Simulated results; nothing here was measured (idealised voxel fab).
Process module under the name voxel gate over fins
Displayed cross-section: cut, width of 230 nm, square cells sized 5 nm.
In this document a cross-section is written as a grid of square cells. It is given as a series of bands, listed from the top down, and a band is one or more rows of cells. Band: top height; bottom height; in nm. Then, left to right: material with width in nm, for each material. "everywhere": a single material spanning edge to edge. "air": empty space. Height reference: 0 = level under which incoming wafer is all one material. Lowest band: no bottom, runs on downward, e.g. "top 0, no bottom". The notation "30..40" denotes a width that varies across the rows of cells in the band, beginning at the first number in the top row, finishing at the second number in the bottom row, and changing by an identical amount from each row to the next. A step reported as "everything unchanged" is a step in which no cell of the cross-section changed. Any empty space of 8 cells or more lacking an open way to the top shows up in "Closed void listing" as width x height at distance, distance from the left edge, in nm. after a step's settings: what the simulator itself notes on the step. Regarding "overlay nm": on a step with a mask, it is the distance the mask lay to the right of its planned place; a negative value places it to the left.

## Steps in the process plan
- 1: RECEIVE: material Si
- 2: CONFORMAL_DEP: material SiN, thk nm 5
- 3: PATTERN: tone cover, mask id FINS, material resist, width nm 15, pitch nm 60, thk nm 20, overlay nm 0
- 4: DIRECTIONAL_ETCH: etch materials SiN, depth nm 5
- 5: DIRECTIONAL_ETCH: etch materials Si, depth nm 35
- 6: STRIP: etch materials resist
- 7: OXIDIZE: depth nm 5
- 8: FILL_DEP: material SiO2, thk nm 15
- 9: CMP: height nm 5
- 10: PATTERN: tone open, mask id RAIL, material resist, width nm 15, thk nm 20, overlay nm 0
- 11: DIRECTIONAL_ETCH: etch materials SiO2, depth nm 35
- 12: STRIP: etch materials resist
- 13: CONFORMAL_DEP: material TiN, thk nm 5
- 14: FILL_DEP: material Ru, thk nm 10
- 15: CMP: height nm 5
- 16: SELECTIVE_ETCH: etch materials W Ru TiN, depth nm 30
- 17: FILL_DEP: material SiO2, thk nm 5
- 18: CMP: height nm 5
- 19: SELECTIVE_ETCH: etch materials SiO2, depth nm 20
- 20: STRIP: etch materials SiN
- 21: CONFORMAL_DEP: material HfO2, thk nm 5
- 22: CONFORMAL_DEP: material TiN, thk nm 5
- 23: CONFORMAL_DEP: material TiAl, thk nm 5
- 24: CONFORMAL_DEP: material TiN, thk nm 5
- 25: FILL_DEP: material W, thk nm 15
- 26: CMP: height nm 30
- 27: CONFORMAL_DEP: material SiN, thk nm 10

## The following pertains to the first of two wafers, which was processed as planned

## Incoming wafer, cross-sectional view, post step 1
	top 0, no bottom = Si everywhere
	Closed void listing: none

## Upon completion of step 2, the wafer appears in cross-section as shown
	top 5, bottom 0 = SiN everywhere
	below 0: unchanged

## Upon completion of step 3, the wafer appears in cross-section as shown
	top 25, bottom 5 = air=75 | resist=15 | air=45 | resist=15 | air=80
	below 5: unchanged

## Upon completion of step 4, the wafer appears in cross-section as shown
	top 25, bottom 5 = air=75 | resist=15 | air=45 | resist=15 | air=80
	top 5, bottom 0 = air=75 | SiN=15 | air=45 | SiN=15 | air=80
	below 0: unchanged

## Upon completion of step 5, the wafer appears in cross-section as shown
	top 25, bottom 5 = air=75 | resist=15 | air=45 | resist=15 | air=80
	top 5, bottom 0 = air=75 | SiN=15 | air=45 | SiN=15 | air=80
	top 0, bottom -35 = air=75 | Si=15 | air=45 | Si=15 | air=80
	below -35: unchanged

## Upon completion of step 6, the wafer appears in cross-section as shown
	top 5, bottom 0 = air=75 | SiN=15 | air=45 | SiN=15 | air=80
	below 0: unchanged

## Upon completion of step 7, the wafer appears in cross-section as shown
	top 5, bottom 0 = air=75 | SiN=15 | air=45 | SiN=15 | air=80
	top 0, bottom -35 = air=75 | SiO2=5 | Si=5 | SiO2=5 | air=45 | SiO2=5 | Si=5 | SiO2=5 | air=80
	top -35, bottom -40 = SiO2=80 | Si=5 | SiO2=55 | Si=5 | SiO2=85
	below -40: unchanged

## Upon completion of step 8, the wafer appears in cross-section as shown
	top 20, bottom 5 = SiO2 everywhere
	top 5, bottom 0 = SiO2=75 | SiN=15 | SiO2=45 | SiN=15 | SiO2=80
	top 0, bottom -40 = SiO2=80 | Si=5 | SiO2=55 | Si=5 | SiO2=85
	below -40: unchanged

## Upon completion of step 9, the wafer appears in cross-section as shown
	top 5, bottom 0 = SiO2=75 | SiN=15 | SiO2=45 | SiN=15 | SiO2=80
	below 0: unchanged

## Upon completion of step 10, the wafer appears in cross-section as shown
	top 25, bottom 5 = resist=105 | air=15 | resist=110
	below 5: unchanged

## Upon completion of step 11, the wafer appears in cross-section as shown
	top 25, bottom 5 = resist=105 | air=15 | resist=110
	top 5, bottom 0 = SiO2=75 | SiN=15 | SiO2=15 | air=15 | SiO2=15 | SiN=15 | SiO2=80
	top 0, bottom -30 = SiO2=80 | Si=5 | SiO2=20 | air=15 | SiO2=20 | Si=5 | SiO2=85
	below -30: unchanged

## Upon completion of step 12, the wafer appears in cross-section as shown
	top 5, bottom 0 = SiO2=75 | SiN=15 | SiO2=15 | air=15 | SiO2=15 | SiN=15 | SiO2=80
	below 0: unchanged

## Upon completion of step 13, the wafer appears in cross-section as shown
	top 10, bottom 5 = TiN=110 | air=5 | TiN=115
	top 5, bottom 0 = SiO2=75 | SiN=15 | SiO2=15 | TiN=5 | air=5 | TiN=5 | SiO2=15 | SiN=15 | SiO2=80
	top 0, bottom -25 = SiO2=80 | Si=5 | SiO2=20 | TiN=5 | air=5 | TiN=5 | SiO2=20 | Si=5 | SiO2=85
	top -25, bottom -30 = SiO2=80 | Si=5 | SiO2=20 | TiN=15 | SiO2=20 | Si=5 | SiO2=85
	below -30: unchanged

## Upon completion of step 14, the wafer appears in cross-section as shown
	top 20, bottom 10 = Ru everywhere
	top 10, bottom 5 = TiN=110 | Ru=5 | TiN=115
	top 5, bottom 0 = SiO2=75 | SiN=15 | SiO2=15 | TiN=5 | Ru=5 | TiN=5 | SiO2=15 | SiN=15 | SiO2=80
	top 0, bottom -25 = SiO2=80 | Si=5 | SiO2=20 | TiN=5 | Ru=5 | TiN=5 | SiO2=20 | Si=5 | SiO2=85
	below -25: unchanged

## Upon completion of step 15, the wafer appears in cross-section as shown
	top 5, bottom 0 = SiO2=75 | SiN=15 | SiO2=15 | TiN=5 | Ru=5 | TiN=5 | SiO2=15 | SiN=15 | SiO2=80
	below 0: unchanged

## Upon completion of step 16, the wafer appears in cross-section as shown
	top 5, bottom 0 = SiO2=75 | SiN=15 | SiO2=15 | air=15 | SiO2=15 | SiN=15 | SiO2=80
	top 0, bottom -25 = SiO2=80 | Si=5 | SiO2=20 | air=15 | SiO2=20 | Si=5 | SiO2=85
	below -25: unchanged

## Upon completion of step 17, the wafer appears in cross-section as shown
	top 10, bottom 5 = SiO2 everywhere
	top 5, bottom 0 = SiO2=75 | SiN=15 | SiO2=45 | SiN=15 | SiO2=80
	top 0, bottom -25 = SiO2=80 | Si=5 | SiO2=55 | Si=5 | SiO2=85
	below -25: unchanged

## Upon completion of step 18, the wafer appears in cross-section as shown
	top 5, bottom 0 = SiO2=75 | SiN=15 | SiO2=45 | SiN=15 | SiO2=80
	below 0: unchanged

## Upon completion of step 19, the wafer appears in cross-section as shown
	top 5, bottom 0 = air=75 | SiN=15 | air=45 | SiN=15 | air=80
	top 0, bottom -15 = air=80 | Si=5 | air=55 | Si=5 | air=85
	below -15: unchanged

## Upon completion of step 20, the wafer appears in cross-section as shown
	top 0, bottom -15 = air=80 | Si=5 | air=55 | Si=5 | air=85
	below -15: unchanged

## Upon completion of step 21, the wafer appears in cross-section as shown
	top 5, bottom 0 = air=75 | HfO2=15 | air=45 | HfO2=15 | air=80
	top 0, bottom -10 = air=75 | HfO2=5 | Si=5 | HfO2=5 | air=45 | HfO2=5 | Si=5 | HfO2=5 | air=80
	top -10, bottom -15 = HfO2=80 | Si=5 | HfO2=55 | Si=5 | HfO2=85
	below -15: unchanged

## Upon completion of step 22, the wafer appears in cross-section as shown
	top 10, bottom 5 = air=70 | TiN=25 | air=35 | TiN=25 | air=75
	top 5, bottom 0 = air=70 | TiN=5 | HfO2=15 | TiN=5 | air=35 | TiN=5 | HfO2=15 | TiN=5 | air=75
	top 0, bottom -5 = air=70 | TiN=5 | HfO2=5 | Si=5 | HfO2=5 | TiN=5 | air=35 | TiN=5 | HfO2=5 | Si=5 | HfO2=5 | TiN=5 | air=75
	top -5, bottom -10 = TiN=75 | HfO2=5 | Si=5 | HfO2=5 | TiN=45 | HfO2=5 | Si=5 | HfO2=5 | TiN=80
	below -10: unchanged

## Upon completion of step 23, the wafer appears in cross-section as shown
	top 15, bottom 10 = air=65 | TiAl=35 | air=25 | TiAl=35 | air=70
	top 10, bottom 5 = air=65 | TiAl=5 | TiN=25 | TiAl=5 | air=25 | TiAl=5 | TiN=25 | TiAl=5 | air=70
	top 5, bottom 0 = air=65 | TiAl=5 | TiN=5 | HfO2=15 | TiN=5 | TiAl=5 | air=25 | TiAl=5 | TiN=5 | HfO2=15 | TiN=5 | TiAl=5 | air=70
	top 0, bottom -5 = TiAl=70 | TiN=5 | HfO2=5 | Si=5 | HfO2=5 | TiN=5 | TiAl=35 | TiN=5 | HfO2=5 | Si=5 | HfO2=5 | TiN=5 | TiAl=75
	below -5: unchanged

## Upon completion of step 24, the wafer appears in cross-section as shown
	top 20, bottom 15 = air=60 | TiN=45 | air=15 | TiN=45 | air=65
	top 15, bottom 10 = air=60 | TiN=5 | TiAl=35 | TiN=5 | air=15 | TiN=5 | TiAl=35 | TiN=5 | air=65
	top 10, bottom 5 = air=60 | TiN=5 | TiAl=5 | TiN=25 | TiAl=5 | TiN=5 | air=15 | TiN=5 | TiAl=5 | TiN=25 | TiAl=5 | TiN=5 | air=65
	top 5, bottom 0 = TiN=65 | TiAl=5 | TiN=5 | HfO2=15 | TiN=5 | TiAl=5 | TiN=25 | TiAl=5 | TiN=5 | HfO2=15 | TiN=5 | TiAl=5 | TiN=70
	below 0: unchanged

## Upon completion of step 25, the wafer appears in cross-section as shown
	top 35, bottom 20 = W everywhere
	top 20, bottom 15 = W=60 | TiN=45 | W=15 | TiN=45 | W=65
	top 15, bottom 10 = W=60 | TiN=5 | TiAl=35 | TiN=5 | W=15 | TiN=5 | TiAl=35 | TiN=5 | W=65
	top 10, bottom 5 = W=60 | TiN=5 | TiAl=5 | TiN=25 | TiAl=5 | TiN=5 | W=15 | TiN=5 | TiAl=5 | TiN=25 | TiAl=5 | TiN=5 | W=65
	below 5: unchanged

## Upon completion of step 26, the wafer appears in cross-section as shown
	top 30, bottom 20 = W everywhere
	below 20: unchanged

## Upon completion of step 27, the wafer appears in cross-section as shown
	top 40, bottom 30 = SiN everywhere
	below 30: unchanged

## Okay, second wafer. Nothing different at the start, nothing different in the plan, just one mistake somewhere in the running. As far as step 9, counting that step, it's the first wafer all over again

## Second wafer profile in section, at the moment step 10 of the plan was meant to be complete
	top 25, bottom 5 = resist=100 | air=25 | resist=105
	below 5: unchanged

## Second wafer profile in section, at the moment step 11 of the plan was meant to be complete
	top 25, bottom 5 = resist=100 | air=25 | resist=105
	top 5, bottom 0 = SiO2=75 | SiN=15 | SiO2=10 | air=25 | SiO2=10 | SiN=15 | SiO2=80
	top 0, bottom -30 = SiO2=80 | Si=5 | SiO2=15 | air=25 | SiO2=15 | Si=5 | SiO2=85
	below -30: unchanged

## Second wafer profile in section, at the moment step 12 of the plan was meant to be complete
	top 5, bottom 0 = SiO2=75 | SiN=15 | SiO2=10 | air=25 | SiO2=10 | SiN=15 | SiO2=80
	below 0: unchanged

## Second wafer profile in section, at the moment step 13 of the plan was meant to be complete
	top 10, bottom 5 = TiN=105 | air=15 | TiN=110
	top 5, bottom 0 = SiO2=75 | SiN=15 | SiO2=10 | TiN=5 | air=15 | TiN=5 | SiO2=10 | SiN=15 | SiO2=80
	top 0, bottom -25 = SiO2=80 | Si=5 | SiO2=15 | TiN=5 | air=15 | TiN=5 | SiO2=15 | Si=5 | SiO2=85
	top -25, bottom -30 = SiO2=80 | Si=5 | SiO2=15 | TiN=25 | SiO2=15 | Si=5 | SiO2=85
	below -30: unchanged

## Second wafer profile in section, at the moment step 14 of the plan was meant to be complete
	top 20, bottom 10 = Ru everywhere
	top 10, bottom 5 = TiN=105 | Ru=15 | TiN=110
	top 5, bottom 0 = SiO2=75 | SiN=15 | SiO2=10 | TiN=5 | Ru=15 | TiN=5 | SiO2=10 | SiN=15 | SiO2=80
	top 0, bottom -25 = SiO2=80 | Si=5 | SiO2=15 | TiN=5 | Ru=15 | TiN=5 | SiO2=15 | Si=5 | SiO2=85
	below -25: unchanged

## Second wafer profile in section, at the moment step 15 of the plan was meant to be complete
	top 5, bottom 0 = SiO2=75 | SiN=15 | SiO2=10 | TiN=5 | Ru=15 | TiN=5 | SiO2=10 | SiN=15 | SiO2=80
	below 0: unchanged

## Second wafer profile in section, at the moment step 16 of the plan was meant to be complete
	top 5, bottom 0 = SiO2=75 | SiN=15 | SiO2=10 | air=25 | SiO2=10 | SiN=15 | SiO2=80
	top 0, bottom -25 = SiO2=80 | Si=5 | SiO2=15 | air=25 | SiO2=15 | Si=5 | SiO2=85
	below -25: unchanged

## Second wafer profile in section, at the moment step 17 of the plan was meant to be complete
	top 10, bottom 5 = SiO2 everywhere
	top 5, bottom 0 = SiO2=75 | SiN=15 | SiO2=45 | SiN=15 | SiO2=80
	top 0, bottom -25 = SiO2=80 | Si=5 | SiO2=55 | Si=5 | SiO2=85
	below -25: unchanged

## Second wafer profile in section, at the moment step 18 of the plan was meant to be complete
	top 5, bottom 0 = SiO2=75 | SiN=15 | SiO2=45 | SiN=15 | SiO2=80
	below 0: unchanged

## Second wafer profile in section, at the moment step 19 of the plan was meant to be complete
	top 5, bottom 0 = air=75 | SiN=15 | air=45 | SiN=15 | air=80
	top 0, bottom -15 = air=80 | Si=5 | air=55 | Si=5 | air=85
	below -15: unchanged

## Second wafer profile in section, at the moment step 20 of the plan was meant to be complete
	top 0, bottom -15 = air=80 | Si=5 | air=55 | Si=5 | air=85
	below -15: unchanged

## Second wafer profile in section, at the moment step 21 of the plan was meant to be complete
	top 5, bottom 0 = air=75 | HfO2=15 | air=45 | HfO2=15 | air=80
	top 0, bottom -10 = air=75 | HfO2=5 | Si=5 | HfO2=5 | air=45 | HfO2=5 | Si=5 | HfO2=5 | air=80
	top -10, bottom -15 = HfO2=80 | Si=5 | HfO2=55 | Si=5 | HfO2=85
	below -15: unchanged

## Second wafer profile in section, at the moment step 22 of the plan was meant to be complete
	top 10, bottom 5 = air=70 | TiN=25 | air=35 | TiN=25 | air=75
	top 5, bottom 0 = air=70 | TiN=5 | HfO2=15 | TiN=5 | air=35 | TiN=5 | HfO2=15 | TiN=5 | air=75
	top 0, bottom -5 = air=70 | TiN=5 | HfO2=5 | Si=5 | HfO2=5 | TiN=5 | air=35 | TiN=5 | HfO2=5 | Si=5 | HfO2=5 | TiN=5 | air=75
	top -5, bottom -10 = TiN=75 | HfO2=5 | Si=5 | HfO2=5 | TiN=45 | HfO2=5 | Si=5 | HfO2=5 | TiN=80
	below -10: unchanged

## Second wafer profile in section, at the moment step 23 of the plan was meant to be complete
	top 15, bottom 10 = air=65 | TiAl=35 | air=25 | TiAl=35 | air=70
	top 10, bottom 5 = air=65 | TiAl=5 | TiN=25 | TiAl=5 | air=25 | TiAl=5 | TiN=25 | TiAl=5 | air=70
	top 5, bottom 0 = air=65 | TiAl=5 | TiN=5 | HfO2=15 | TiN=5 | TiAl=5 | air=25 | TiAl=5 | TiN=5 | HfO2=15 | TiN=5 | TiAl=5 | air=70
	top 0, bottom -5 = TiAl=70 | TiN=5 | HfO2=5 | Si=5 | HfO2=5 | TiN=5 | TiAl=35 | TiN=5 | HfO2=5 | Si=5 | HfO2=5 | TiN=5 | TiAl=75
	below -5: unchanged

## Second wafer profile in section, at the moment step 24 of the plan was meant to be complete
	top 20, bottom 15 = air=60 | TiN=45 | air=15 | TiN=45 | air=65
	top 15, bottom 10 = air=60 | TiN=5 | TiAl=35 | TiN=5 | air=15 | TiN=5 | TiAl=35 | TiN=5 | air=65
	top 10, bottom 5 = air=60 | TiN=5 | TiAl=5 | TiN=25 | TiAl=5 | TiN=5 | air=15 | TiN=5 | TiAl=5 | TiN=25 | TiAl=5 | TiN=5 | air=65
	top 5, bottom 0 = TiN=65 | TiAl=5 | TiN=5 | HfO2=15 | TiN=5 | TiAl=5 | TiN=25 | TiAl=5 | TiN=5 | HfO2=15 | TiN=5 | TiAl=5 | TiN=70
	below 0: unchanged

## Second wafer profile in section, at the moment step 25 of the plan was meant to be complete
	top 35, bottom 20 = W everywhere
	top 20, bottom 15 = W=60 | TiN=45 | W=15 | TiN=45 | W=65
	top 15, bottom 10 = W=60 | TiN=5 | TiAl=35 | TiN=5 | W=15 | TiN=5 | TiAl=35 | TiN=5 | W=65
	top 10, bottom 5 = W=60 | TiN=5 | TiAl=5 | TiN=25 | TiAl=5 | TiN=5 | W=15 | TiN=5 | TiAl=5 | TiN=25 | TiAl=5 | TiN=5 | W=65
	below 5: unchanged

## Second wafer profile in section, at the moment step 26 of the plan was meant to be complete
	top 30, bottom 20 = W everywhere
	below 20: unchanged

## Second wafer profile in section, at the moment step 27 of the plan was meant to be complete
	top 40, bottom 30 = SiN everywhere
	below 30: unchanged
The plan and the run diverged here: step 10 was run on a setting that differed from the plan, and what really ran there is PATTERN: tone open, mask id RAIL, material resist, width nm 25, thk nm 20, overlay nm 0
Count the cells at the end and the second wafer has more or fewer of some materials than the first: SiO2 -2, TiN +2
